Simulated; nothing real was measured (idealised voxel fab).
process module | voxel trench capacitor
cross-section cut | 275 nm wide | cells 5 nm
A cross-section is a grid of square cells, given in bands from the top down. A band is one or more rows of cells.
Each band's line starts with the height of the band's top and of its bottom, in nm. Then come its materials from left to right, each with its width in nm. One material with "throughout" fills the band from edge to edge. "air" is empty space.
Height 0 is the level under which the wafer as received is all one material. The lowest band goes on downwards, as in "0 down".
A width such as "30 to 40" changes by the same amount from each row of cells to the next, from the band's top row to its bottom row.
"no change" after a step means that no cell of the cross-section changed.
closed voids: empty space of 8 cells or more with no open way to the top, each as width x height at its distance from the left edge, in nm
after a step's settings: what the simulator itself notes on the step
overlay nm, on a step with a mask: how far to the right of its planned place the mask lay; to the left if negative
plan
1 op RECEIVE | material Si
2 op CONFORMAL_DEP | material SiN | thk nm 5
3 op PATTERN | tone open | mask id TRENCH | material resist | width nm 30 | pitch nm 50 | thk nm 15 | overlay nm 0
4 op DIRECTIONAL_ETCH | etch materials SiN | depth nm 5
5 op DIRECTIONAL_ETCH | etch materials Si | depth nm 25
6 op STRIP | etch materials resist
7 op CONFORMAL_DEP | material HfO2 | thk nm 5
8 op CONFORMAL_DEP | material TiN | thk nm 5
9 op FILL_DEP | material W | thk nm 10
10 op CMP | height nm 5
as received, after step 1
  0 down: Si throughout
  closed voids: none
first wafer at the end, as planned
  5 to 0: SiN 95 | HfO2 5 | TiN 5 | W 10 | TiN 5 | HfO2 5 | SiN 20 | HfO2 5 | TiN 5 | W 10 | TiN 5 | HfO2 5 | SiN 100
  0 to -15: Si 95 | HfO2 5 | TiN 5 | W 10 | TiN 5 | HfO2 5 | Si 20 | HfO2 5 | TiN 5 | W 10 | TiN 5 | HfO2 5 | Si 100
  -15 to -20: Si 95 | HfO2 5 | TiN 20 | HfO2 5 | Si 20 | HfO2 5 | TiN 20 | HfO2 5 | Si 100
  -20 to -25: Si 95 | HfO2 30 | Si 20 | HfO2 30 | Si 100
  -25 down: Si throughout
  closed voids: none
second wafer at the end: like start, like plan, one mistake
  5 to 0: W 85 | TiN 5 | HfO2 5 | SiN 30 | HfO2 5 | TiN 10 | HfO2 5 | SiN 30 | HfO2 5 | TiN 5 | W 90
  0 to -15: W 85 | TiN 5 | HfO2 5 | Si 30 | HfO2 5 | TiN 10 | HfO2 5 | Si 30 | HfO2 5 | TiN 5 | W 90
  -15 to -20: TiN 90 | HfO2 5 | Si 30 | HfO2 5 | TiN 10 | HfO2 5 | Si 30 | HfO2 5 | TiN 95
  -20 to -25: HfO2 95 | Si 30 | HfO2 20 | Si 30 | HfO2 100
  -25 down: Si throughout
  closed voids: none
what went wrong: step 3 ran as: op PATTERN | tone cover | mask id TRENCH | material resist | width nm 30 | pitch nm 50 | thk nm 15 | overlay nm 0
at the end the second wafer has, in cells: 31 more of HfO2 | 155 fewer of Si | 31 fewer of SiN | 31 more of TiN | 124 more of W
